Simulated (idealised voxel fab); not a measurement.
Process module, titled voxel capacitor over wiring
Cross-section cut spans 290 nm and uses square cells 5 nm in size.
Each cross-section below is a grid of square cells, stated as bands in top-down order, with one or more rows of cells making up each band. Band: top height; bottom height; in nm. Then, left to right: material with width in nm, for each material. "throughout": a single material spanning edge to edge. "air": empty space. Heads up on the height convention: 0 is the point under which the incoming wafer is all one material, and the lowest band has no bottom, it just keeps going down, like "0 down". When a width is written as two numbers, as in "30 to 40", the first number is the width in the top row of cells of the band and the second is the width in its bottom row, and the width changes by the same amount from each row to the next. "no alteration" for a step: no cell of the cross-section changed in that step. "Enclosed void list" lists enclosed empty spaces (at least 8 cells, no open path upward to the top), each as width x height at distance from the left edge, in nm. The remark found on a step's line after its settings is issued by the simulator itself and pertains to that step. A step line may carry the setting "overlay nm", which, for steps involving a mask, states the distance by which the mask lay to the right of its intended position; negative values denote displacement to the left.

So here's the lineup of process steps we planned
1) RECEIVE (material Si)
2) CONFORMAL_DEP (material SiO2; thk nm 15)
3) CONFORMAL_DEP (material SiN; thk nm 5)
4) DIRECTIONAL_DEP (material SiO2; thk nm 25)
5) PATTERN (tone open; mask id METAL_1; material resist; width nm 30; pitch nm 100; thk nm 20; overlay nm 0)
6) DIRECTIONAL_ETCH (etch materials SiO2; depth nm 25)
7) DIRECTIONAL_ETCH (etch materials SiN; depth nm 5)
8) STRIP (etch materials resist)
9) CONFORMAL_DEP (material TiN; thk nm 5)
10) FILL_DEP (material Cu; thk nm 10)
11) CMP (height nm 45)
12) CONFORMAL_DEP (material SiCN; thk nm 5)
13) DIRECTIONAL_DEP (material SiO2; thk nm 15)
14) MASKED_ETCH (tone open; mask id PLUG_1; width nm 15; etch materials SiO2; depth nm 15; overlay nm 0)
15) MASKED_ETCH (tone open; mask id PLUG_1; width nm 15; etch materials SiCN; depth nm 5; overlay nm 0)
16) CONFORMAL_DEP (material TiN; thk nm 5)
17) FILL_DEP (material Cu; thk nm 10)
18) CMP (height nm 65)
19) DIRECTIONAL_DEP (material TiN; thk nm 10)
20) DIRECTIONAL_DEP (material Al2O3; thk nm 5)
21) DIRECTIONAL_DEP (material TiN; thk nm 10)
22) MASKED_ETCH (tone cover; mask id UPPER_PLATE; width nm 75; etch materials TiN; depth nm 10; overlay nm 0)
23) MASKED_ETCH (tone cover; mask id UPPER_PLATE; width nm 75; etch materials Al2O3; depth nm 5; overlay nm 0)
24) MASKED_ETCH (tone cover; mask id LOWER_PLATE; width nm 85; etch materials TiN; depth nm 10; overlay nm 0)
25) FILL_DEP (material SiO2; thk nm 20)
26) CMP (height nm 105)
27) PATTERN (tone open; mask id PLUG_2; material resist; width nm 15; thk nm 20; overlay nm 0)
28) DIRECTIONAL_ETCH (etch materials SiO2; depth nm 15)
29) STRIP (etch materials resist)
30) CONFORMAL_DEP (material TiN; thk nm 5)
31) FILL_DEP (material W; thk nm 5)
32) CMP (height nm 105)
33) CONFORMAL_DEP (material SiCN; thk nm 5)

Received-state cross-section, reflecting completion of step 1
0 down = Si throughout
Enclosed void list: none

Figure: cross-sectional view of the wafer upon completion of the module, processed from the initial state and according to the plan depicted above, with one error introduced during execution
110 to 105 = SiCN throughout
105 to 95 = SiO2: 105 / TiN: 5 / W: 5 / TiN: 5 / SiO2: 170
95 to 90 = SiO2: 105 / TiN: 15 / SiO2: 170
90 to 80 = SiO2: 100 / TiN: 70 / SiO2: 120
80 to 75 = SiO2: 95 / Al2O3: 75 / SiO2: 120
75 to 65 = SiO2: 95 / TiN: 90 / SiO2: 105
65 to 50 = SiO2: 95 / TiN: 5 / Cu: 5 / TiN: 5 / SiO2: 180
50 to 45 = SiCN: 95 / TiN: 15 / SiCN: 180
45 to 20 = SiO2: 80 / TiN: 5 / Cu: 20 / TiN: 5 / SiO2: 70 / TiN: 5 / Cu: 20 / TiN: 5 / SiO2: 80
20 to 15 = SiN: 80 / TiN: 30 / SiN: 70 / TiN: 30 / SiN: 80
15 to 0 = SiO2 throughout
0 down = Si throughout
Enclosed void list: none
It is concluded that the wafer was processed incorrectly with respect to the plan, in that contrary to plan, step 24 was performed as MASKED_ETCH (tone cover; mask id LOWER_PLATE; width nm 85; etch materials TiN; depth nm 10; overlay nm 10)
